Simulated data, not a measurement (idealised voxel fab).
Presented below is a process module, voxel spacer lines.
The cross-section shown here is cut; it is 240 nm wide and divided into square cells measuring 5 nm on a side.
A cross-section in this document is a grid of square cells, and it is written down as bands, the top band listed before the ones below it; a band is made up of one or more rows of cells.
Read a band's entry like this: the first values are the height of its top and the height of its bottom in nm, and what follows is the sequence of materials from left to right, each with its width in nm. Note that "blank" is empty space, and that a single material marked "full width" reaches across the band from edge to edge.
Note: height 0 marks the level under which the wafer is uniformly one material as received. Lowest band unbounded below, written "0 down".
Read "30->40" as a graded width: first number on top, second number at the bottom, same change between each pair of neighbouring rows.
A step reported as "nothing changed" is a step in which no cell of the cross-section changed.
Empty spaces counting at least 8 cells and having no open way to the top are listed in "Sealed-off cavities". The notation width x height at distance is used for each, the distance being from the left edge and all three values in nm.
Formally, on a step line, whatever follows the settings is a remark that the simulator itself makes on the step.
overlay nm: for a step with a mask, the amount by which the mask lay right of where it was planned; a negative amount means left of it.
# Planned step list for the process
1 RECEIVE [material Si]
2 CONFORMAL_DEP [material Al2O3] [thk nm 10]
3 DIRECTIONAL_DEP [material polySi] [thk nm 15]
4 DIRECTIONAL_DEP [material aC] [thk nm 25]
5 PATTERN [tone cover] [mask id MANDREL] [material resist] [width nm 25] [pitch nm 70] [thk nm 30] [overlay nm 0]
6 DIRECTIONAL_ETCH [etch materials aC] [depth nm 25]
7 STRIP [etch materials resist]
8 CONFORMAL_DEP [material SiN] [thk nm 10]
9 DIRECTIONAL_ETCH [etch materials SiN] [depth nm 10]
10 STRIP [etch materials aC]
11 DIRECTIONAL_ETCH [etch materials polySi] [depth nm 15]
12 STRIP [etch materials SiN]
# Wafer as received: cross-section following step 1
0 down  Si full width
Sealed-off cavities: none
# Wafer cross-section at end of module: start and plan as shown above, one execution error
25 to 10  blank: 65, polySi: 10, blank: 15, polySi: 10, blank: 35, polySi: 10, blank: 15, polySi: 10, blank: 70
10 to 0  Al2O3 full width
0 down  Si full width
Sealed-off cavities: none
Here's what went sideways: step 5 was not run as planned; what actually ran was PATTERN [tone cover] [mask id MANDREL] [material resist] [width nm 15] [pitch nm 70] [thk nm 30] [overlay nm 0]
